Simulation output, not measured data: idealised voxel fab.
The following is a process module called voxel transistor to metal.
In the cross-section labelled cut, the width is 195 nm and each square cell is 5 nm.
Square cells in a grid make up a cross-section in this document, and the grid is given as bands, listed from the top down, each one or more rows of cells. Band: top and bottom heights (nm) first, top before bottom; then materials from left to right, widths in nm. "everywhere" marks a sole material filling the band edge to edge. "empty" denotes empty space. Height is counted from the level 0, under which the received wafer is composed throughout of one material. The lowest of the bands is not closed at the bottom but continues downward, in the notation "0 down". Graded width ("30 to 40"): value in top row of band = first number; value in bottom row = second number; row-to-row change constant. Given "nothing different" for a step, no cell of the cross-section differs between before and after that step. You'll see "Entrapped void list" listing empty spaces that have no way open to the top, as long as they're 8 cells or more; the notation is width x height at distance, where the distance is from the left edge, and all of it is in nm. Heads up: the bit after the settings on a step's line is the simulator's remark on that step. "overlay nm" on a masked step: distance the mask lay right of its planned place, negative for left.

Set out below are the planned steps of the process:
1,RECEIVE: material Si
2,CONFORMAL_DEP: material SiO2, thk nm 5
3,CONFORMAL_DEP: material SiN, thk nm 10
4,MASKED_ETCH: tone cover, mask id ACTIVE, width nm 115, etch materials SiN, depth nm 10, overlay nm 0
5,MASKED_ETCH: tone cover, mask id ACTIVE, width nm 115, etch materials SiO2, depth nm 5, overlay nm -15
6,MASKED_ETCH: tone cover, mask id ACTIVE, width nm 115, etch materials Si, depth nm 30, overlay nm 0
7,FILL_DEP: material SiO2, thk nm 5
8,CMP: height nm 15
9,SELECTIVE_ETCH: etch materials SiO2, depth nm 5
10,STRIP: etch materials SiN
11,SELECTIVE_ETCH: etch materials SiO2, depth nm 5
12,OXIDIZE: depth nm 5
13,DIRECTIONAL_DEP: material polySi, thk nm 20
14,DIRECTIONAL_DEP: material SiCN, thk nm 10
15,PATTERN: tone cover, mask id GATE, material resist, width nm 25, thk nm 15, overlay nm 0
16,DIRECTIONAL_ETCH: etch materials SiCN, depth nm 20
17,DIRECTIONAL_ETCH: etch materials polySi, depth nm 30
18,STRIP: etch materials resist
19,CONFORMAL_DEP: material SiO2, thk nm 5
20,DIRECTIONAL_ETCH: etch materials SiO2, depth nm 5
21,CONFORMAL_DEP: material SiN, thk nm 10
22,DIRECTIONAL_ETCH: etch materials SiN, depth nm 10
23,DIRECTIONAL_ETCH: etch materials SiO2, depth nm 5
24,DIRECTIONAL_ETCH: etch materials Si, depth nm 15
25,EPI: material SiGe, thk nm 15
26,FILL_DEP: material SiO2, thk nm 5
27,CMP: height nm 20
28,STRIP: etch materials polySi
29,SELECTIVE_ETCH: etch materials SiO2, depth nm 5
30,CONFORMAL_DEP: material HfO2, thk nm 5
31,CONFORMAL_DEP: material TiN, thk nm 5
32,FILL_DEP: material W, thk nm 10
33,CMP: height nm 15
34,DIRECTIONAL_DEP: material SiO2, thk nm 15
35,MASKED_ETCH: tone open, mask id CONTACT, width nm 15, pitch nm 80, etch materials SiO2, depth nm 20, overlay nm 0
36,CONFORMAL_DEP: material TiN, thk nm 5
37,FILL_DEP: material W, thk nm 10
38,CMP: height nm 30
39,CONFORMAL_DEP: material SiCN, thk nm 5
40,DIRECTIONAL_DEP: material SiO2, thk nm 25
41,MASKED_ETCH: tone open, mask id METAL_1, width nm 15, pitch nm 80, etch materials SiO2, depth nm 25, overlay nm 0
42,MASKED_ETCH: tone open, mask id METAL_1, width nm 15, pitch nm 80, etch materials SiCN, depth nm 5, overlay nm 0
43,CONFORMAL_DEP: material TiN, thk nm 5
44,FILL_DEP: material Cu, thk nm 5
45,CMP: height nm 60
46,CONFORMAL_DEP: material SiCN, thk nm 5
47,DIRECTIONAL_DEP: material lowk, thk nm 25
48,MASKED_ETCH: tone open, mask id METAL_2, width nm 15, pitch nm 80, etch materials lowk, depth nm 15, overlay nm 0
49,DIRECTIONAL_DEP: material aC, thk nm 10
50,PATTERN: tone open, mask id METAL_2_HOLES, material resist, width nm 15, pitch nm 80, thk nm 30, overlay nm 0
51,DIRECTIONAL_ETCH: etch materials aC, depth nm 10
52,STRIP: etch materials resist
53,DIRECTIONAL_ETCH: etch materials lowk, depth nm 10
54,DIRECTIONAL_ETCH: etch materials SiCN, depth nm 5
55,STRIP: etch materials aC
56,CONFORMAL_DEP: material TiN, thk nm 5
57,FILL_DEP: material Cu, thk nm 10
58,CMP: height nm 90
59,CONFORMAL_DEP: material SiN, thk nm 5
Wafers differ in overlay nm at step 5; plan lists the first wafer's value; identical starting state.

After step 1, as received: first of several wafers, cross-section:
    0 down = Si everywhere
    Entrapped void list: none

End of module, by wafer: material-by-material cell gain (+) or loss (-) since receipt, then closed voids:
overlay nm -15; +20 Cu; +13 HfO2; -130 Si; +66 SiCN; +63 SiGe; +55 SiN; +398 SiO2; +79 TiN; +12 W; +165 lowk; Entrapped void list: none
overlay nm -10; +20 Cu; +13 HfO2; -133 Si; +66 SiCN; +50 SiGe; +55 SiN; +414 SiO2; +79 TiN; +12 W; +165 lowk; Entrapped void list: none
overlay nm -5; +20 Cu; +13 HfO2; -138 Si; +66 SiCN; +50 SiGe; +55 SiN; +419 SiO2; +79 TiN; +12 W; +165 lowk; Entrapped void list: none
overlay nm 0; +20 Cu; +13 HfO2; -143 Si; +66 SiCN; +50 SiGe; +55 SiN; +424 SiO2; +79 TiN; +12 W; +165 lowk; Entrapped void list: none
overlay nm 5; +20 Cu; +13 HfO2; -138 Si; +66 SiCN; +50 SiGe; +55 SiN; +419 SiO2; +79 TiN; +12 W; +165 lowk; Entrapped void list: none
overlay nm 10; +20 Cu; +13 HfO2; -133 Si; +66 SiCN; +50 SiGe; +55 SiN; +414 SiO2; +79 TiN; +12 W; +165 lowk; Entrapped void list: none
overlay nm 15; +20 Cu; +13 HfO2; -130 Si; +66 SiCN; +63 SiGe; +55 SiN; +398 SiO2; +79 TiN; +12 W; +165 lowk; Entrapped void list: none
